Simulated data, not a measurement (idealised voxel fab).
Proc. module: voxel released beams
Cross-sectional view cut (width: 205 nm; square cell size: 5 nm).
Format of a cross-section: grid, square cells. Given as bands. Order: top down. Band: one or more rows of cells. It is stipulated that each band's entry specify, in nanometres, the height of the top of the band and then that of its bottom, followed by the materials of the band in left-to-right sequence, each together with its width in nanometres. A single material marked by the word "throughout" is understood to fill the band from edge to edge; the word "air" is understood to denote empty space. Height is counted from the level 0, under which the received wafer is composed throughout of one material. The lowest of the bands is not closed at the bottom but continues downward, in the notation "0 -> down". Quick explanation for "30 to 40": the width changes in equal steps down the rows of cells, from the first number in the band's top row to the second number in its bottom row. Basically "nothing was modified" means that step didn't change any cell in the cross-section. This entry, "Trapped void list", enumerates those empty regions of no fewer than 8 cells that possess no open connection to the top. Each region is reported in the form width x height at distance, the distance being taken from the left edge, with all three quantities expressed in nm. Note: text after step settings on the step line = simulator remark on that step. overlay nm: step with mask; distance mask lay right of planned place; negative value = left of planned place.

-- This section lists the process steps that were planned
1. RECEIVE [material Si]
2. CONFORMAL_DEP [material SiN] [thk nm 5]
3. DIRECTIONAL_DEP [material SiO2] [thk nm 20]
4. MASKED_ETCH [tone open] [mask id ANCHOR] [width nm 25] [etch materials SiO2] [depth nm 20] [overlay nm 0]
5. CONFORMAL_DEP [material polySi] [thk nm 10]
6. PATTERN [tone cover] [mask id BEAM] [material resist] [width nm 80] [thk nm 20] [overlay nm 0]
7. DIRECTIONAL_ETCH [etch materials polySi] [depth nm 10]
8. STRIP [etch materials resist]
9. STRIP [etch materials SiO2]

-- So this is the incoming wafer in cross-section - it's already been through step 1
* 0 -> down | Si throughout
* Trapped void list: none

-- End-of-module cross-section. Starting structure and process plan as above; one mistake made in running it
* 35 -> 25 | 60 of air, then 80 of polySi, then 65 of air
* 25 -> 20 | SiN throughout
* 20 -> 0 | SiO2 throughout
* 0 -> down | Si throughout
* Trapped void list: none
So what did we get wrong on this run? step 3 occupied the plan position of step 2, and the converse holds as well
